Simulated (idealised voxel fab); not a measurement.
process module | voxel transistor to metal
cross-section cut | 205 nm wide | cells 5 nm
A cross-section is a grid of square cells, given in bands from the top down. A band is one or more rows of cells.
Each band's line starts with the height of the band's top and of its bottom, in nm. Then come its materials from left to right, each with its width in nm. One material with "throughout" fills the band from edge to edge. "air" is empty space.
Height 0 is the level under which the wafer as received is all one material. The lowest band goes on downwards, as in "0 down".
A width such as "30 to 40" changes by the same amount from each row of cells to the next, from the band's top row to its bottom row.
"no change" after a step means that no cell of the cross-section changed.
closed voids: empty space of 8 cells or more with no open way to the top, each as width x height at its distance from the left edge, in nm
after a step's settings: what the simulator itself notes on the step
overlay nm, on a step with a mask: how far to the right of its planned place the mask lay; to the left if negative
plan
1 op RECEIVE | material Si
2 op CONFORMAL_DEP | material SiO2 | thk nm 5
3 op CONFORMAL_DEP | material SiN | thk nm 10
4 op DIRECTIONAL_DEP | material aC | thk nm 10
5 op PATTERN | tone cover | mask id ACTIVE | material resist | width nm 120 | thk nm 30 | overlay nm 0
6 op DIRECTIONAL_ETCH | etch materials aC | depth nm 10
7 op STRIP | etch materials resist
8 op DIRECTIONAL_ETCH | etch materials SiN | depth nm 10
9 op DIRECTIONAL_ETCH | etch materials SiO2 | depth nm 5
10 op DIRECTIONAL_ETCH | etch materials Si | depth nm 30
11 op STRIP | etch materials aC
12 op FILL_DEP | material SiO2 | thk nm 10
13 op CMP | height nm 15
14 op SELECTIVE_ETCH | etch materials SiO2 | depth nm 5
15 op STRIP | etch materials SiN
16 op SELECTIVE_ETCH | etch materials SiO2 | depth nm 5
17 op OXIDIZE | depth nm 5
18 op DIRECTIONAL_DEP | material polySi | thk nm 30
19 op DIRECTIONAL_DEP | material SiCN | thk nm 15
20 op MASKED_ETCH | tone cover | mask id GATE | width nm 20 | etch materials SiCN | depth nm 25 | overlay nm 0
21 op MASKED_ETCH | tone cover | mask id GATE | width nm 20 | etch materials polySi | depth nm 40 | overlay nm 0
22 op CONFORMAL_DEP | material SiN | thk nm 5
23 op DIRECTIONAL_ETCH | etch materials SiN | depth nm 5
24 op DIRECTIONAL_ETCH | etch materials SiO2 | depth nm 5
25 op DIRECTIONAL_ETCH | etch materials Si | depth nm 5
26 op EPI | material SiGe | thk nm 10
27 op FILL_DEP | material SiO2 | thk nm 5
28 op CMP | height nm 45
29 op DIRECTIONAL_DEP | material SiO2 | thk nm 10
30 op PATTERN | tone open | mask id CONTACT | material resist | width nm 20 | pitch nm 80 | thk nm 20 | overlay nm 0
31 op DIRECTIONAL_ETCH | etch materials SiO2 | depth nm 55
32 op STRIP | etch materials resist
33 op CONFORMAL_DEP | material TiN | thk nm 5
34 op FILL_DEP | material W | thk nm 10
35 op CMP | height nm 55
36 op DIRECTIONAL_DEP | material TiN | thk nm 5
37 op DIRECTIONAL_DEP | material W | thk nm 15
38 op DIRECTIONAL_DEP | material aC | thk nm 10
39 op PATTERN | tone cover | mask id METAL_1 | material resist | width nm 20 | pitch nm 80 | thk nm 30 | overlay nm 0
40 op DIRECTIONAL_ETCH | etch materials aC | depth nm 10
41 op STRIP | etch materials resist
42 op DIRECTIONAL_ETCH | etch materials W | depth nm 15
43 op DIRECTIONAL_ETCH | etch materials TiN | depth nm 5
44 op STRIP | etch materials aC
45 op CONFORMAL_DEP | material SiN | thk nm 5
46 op FILL_DEP | material SiO2 | thk nm 10
47 op CMP | height nm 75
48 op CONFORMAL_DEP | material SiCN | thk nm 5
49 op DIRECTIONAL_DEP | material SiO2 | thk nm 30
50 op MASKED_ETCH | tone open | mask id METAL_2_HOLES | width nm 15 | pitch nm 80 | etch materials SiO2 | depth nm 30 | overlay nm 0
51 op PATTERN | tone open | mask id METAL_2 | material resist | width nm 20 | pitch nm 80 | thk nm 15 | overlay nm 0
52 op DIRECTIONAL_ETCH | etch materials SiO2 | depth nm 20
53 op DIRECTIONAL_ETCH | etch materials SiCN | depth nm 5
54 op STRIP | etch materials resist
55 op CONFORMAL_DEP | material TiN | thk nm 5
56 op FILL_DEP | material Cu | thk nm 5
57 op CMP | height nm 110
58 op CONFORMAL_DEP | material SiCN | thk nm 5
as received, after step 1
  0 down: Si throughout
  closed voids: none
a wafer at the end: this start, this plan, one mistake
  115 to 110: SiCN throughout
  110 to 95: SiO2 50 | TiN 5 | Cu 20 | TiN 5 | SiO2 50 | TiN 5 | Cu 20 | TiN 5 | SiO2 45
  95 to 85: SiO2 50 | TiN 5 | Cu 5 | TiN 20 to 5 | SiO2 50 to 65 | TiN 5 | Cu 5 | TiN 20 to 5 | SiO2 45 to 60
  85 to 80: SiO2 50 | TiN 15 | SiO2 65 | TiN 15 | SiO2 60
  80 to 75: SiCN 60 | TiN 5 | SiCN 75 | TiN 5 | SiCN 60
  75 to 60: SiO2 45 | SiN 5 | W 20 | SiN 5 | SiO2 50 | SiN 5 | W 20 | SiN 5 | SiO2 50
  60 to 55: SiN 50 | TiN 20 | SiN 60 | TiN 20 | SiN 55
  55 to 45: SiO2 50 | TiN 5 | W 10 | TiN 5 | SiO2 60 | TiN 5 | W 10 | TiN 5 | SiO2 55
  45 to 30: SiO2 50 | TiN 5 | W 10 | TiN 5 | SiO2 15 | SiN 5 | SiCN 20 | SiN 5 | SiO2 15 | TiN 5 | W 10 | TiN 5 | SiO2 55
  30 to 5: SiO2 50 | TiN 5 | W 10 | TiN 5 | SiO2 15 | SiN 5 | polySi 20 | SiN 5 | SiO2 15 | TiN 5 | W 10 | TiN 5 | SiO2 55
  5 to 0: SiO2 35 | SiN 5 | SiO2 10 | TiN 20 | SiO2 5 | SiGe 10 | SiN 5 | polySi 20 | SiN 5 | SiGe 10 | SiO2 5 | TiN 20 | SiO2 10 | SiN 5 | SiO2 40
  0 to -5: SiO2 40 | SiGe 45 | SiO2 30 | SiGe 45 | SiO2 45
  -5 to -10: SiO2 40 | SiGe 45 | Si 30 | SiGe 45 | SiO2 45
  -10 to -30: SiO2 40 | Si 120 | SiO2 45
  -30 down: Si throughout
  closed voids: none
what went wrong: step 51 ran as: op PATTERN | tone open | mask id METAL_2 | material resist | width nm 20 | pitch nm 80 | thk nm 15 | overlay nm 10
